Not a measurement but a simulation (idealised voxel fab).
process module | voxel wiring stack
cross-section cut | 230 nm wide | cells 5 nm
A cross-section is a grid of square cells, given in bands from the top down. A band is one or more rows of cells.
Each band's line starts with the height of the band's top and of its bottom, in nm. Then come its materials from left to right, each with its width in nm. One material with "throughout" fills the band from edge to edge. "air" is empty space.
Height 0 is the level under which the wafer as received is all one material. The lowest band goes on downwards, as in "0 down".
A width such as "30 to 40" changes by the same amount from each row of cells to the next, from the band's top row to its bottom row.
"no change" after a step means that no cell of the cross-section changed.
closed voids: empty space of 8 cells or more with no open way to the top, each as width x height at its distance from the left edge, in nm
after a step's settings: what the simulator itself notes on the step
overlay nm, on a step with a mask: how far to the right of its planned place the mask lay; to the left if negative
plan
1 op RECEIVE | material Si
2 op CONFORMAL_DEP | material SiO2 | thk nm 15
3 op CONFORMAL_DEP | material SiN | thk nm 5
4 op DIRECTIONAL_DEP | material SiO2 | thk nm 20
5 op DIRECTIONAL_DEP | material aC | thk nm 10
6 op PATTERN | tone open | mask id METAL_1 | material resist | width nm 20 | pitch nm 50 | thk nm 25 | overlay nm 0
7 op DIRECTIONAL_ETCH | etch materials aC | depth nm 10
8 op STRIP | etch materials resist
9 op DIRECTIONAL_ETCH | etch materials SiO2 | depth nm 20
10 op DIRECTIONAL_ETCH | etch materials SiN | depth nm 5
11 op STRIP | etch materials aC
12 op CONFORMAL_DEP | material TiN | thk nm 5
13 op FILL_DEP | material W | thk nm 10
14 op CMP | height nm 40
15 op EPI | material Ru | thk nm 5
16 op FILL_DEP | material SiCN | thk nm 5
17 op DIRECTIONAL_DEP | material lowk | thk nm 30
18 op MASKED_ETCH | tone open | mask id METAL_2_HOLES | width nm 15 | pitch nm 50 | etch materials lowk | depth nm 30 | overlay nm 0
19 op MASKED_ETCH | tone open | mask id METAL_2 | width nm 20 | pitch nm 50 | etch materials lowk | depth nm 15 | overlay nm 0
20 op MASKED_ETCH | tone open | mask id METAL_2 | width nm 20 | pitch nm 50 | etch materials SiCN | depth nm 5 | overlay nm 0
21 op CONFORMAL_DEP | material TiN | thk nm 5
22 op FILL_DEP | material Cu | thk nm 5
23 op CMP | height nm 80
24 op CONFORMAL_DEP | material SiCN | thk nm 5
25 op DIRECTIONAL_DEP | material lowk | thk nm 25
26 op PATTERN | tone open | mask id METAL_3 | material resist | width nm 20 | pitch nm 50 | thk nm 20 | overlay nm 0
27 op DIRECTIONAL_ETCH | etch materials lowk | depth nm 15
28 op STRIP | etch materials resist
29 op PATTERN | tone open | mask id METAL_3_HOLES | material resist | width nm 15 | pitch nm 50 | thk nm 20 | overlay nm 0
30 op DIRECTIONAL_ETCH | etch materials lowk | depth nm 10
31 op DIRECTIONAL_ETCH | etch materials SiCN | depth nm 5
32 op STRIP | etch materials resist
33 op CONFORMAL_DEP | material TiN | thk nm 5
34 op FILL_DEP | material Ru | thk nm 10
35 op CMP | height nm 110
36 op CONFORMAL_DEP | material SiN | thk nm 5
as received, after step 1
  0 down: Si throughout
  closed voids: none
a wafer at the end: this start, this plan, one mistake
  115 to 110: SiN throughout
  110 to 100: lowk 80 | TiN 5 | Ru 10 | TiN 5 | lowk 30 | TiN 5 | Ru 10 | TiN 5 | lowk 80
  100 to 95: lowk 80 | TiN 5 | Ru 5 | TiN 10 | lowk 30 | TiN 5 | Ru 5 | TiN 10 | lowk 80
  95 to 85: lowk 80 | TiN 5 | Ru 5 | TiN 5 | lowk 35 | TiN 5 | Ru 5 | TiN 5 | lowk 85
  85 to 80: SiCN 80 | TiN 15 | SiCN 35 | TiN 15 | SiCN 85
  80 to 70: lowk 80 | TiN 5 | Cu 10 | TiN 5 | lowk 30 | TiN 5 | Cu 10 | TiN 5 | lowk 80
  70 to 65: lowk 80 | TiN 5 | Cu 5 | TiN 10 | lowk 30 | TiN 5 | Cu 5 | TiN 10 | lowk 80
  65 to 50: lowk 80 | TiN 5 | Cu 5 | TiN 5 | lowk 35 | TiN 5 | Cu 5 | TiN 5 | lowk 85
  50 to 45: SiCN 80 | TiN 15 | SiCN 35 | TiN 15 | SiCN 85
  45 to 40: SiCN 80 | Ru 20 | SiCN 30 | Ru 20 | SiCN 80
  40 to 20: SiO2 80 | SiN 5 | W 10 | SiN 5 | SiO2 30 | SiN 5 | W 10 | SiN 5 | SiO2 80
  20 to 15: SiN throughout
  15 to 0: SiO2 throughout
  0 down: Si throughout
  closed voids: none
what went wrong: step 12 ran as: op CONFORMAL_DEP | material SiN | thk nm 5
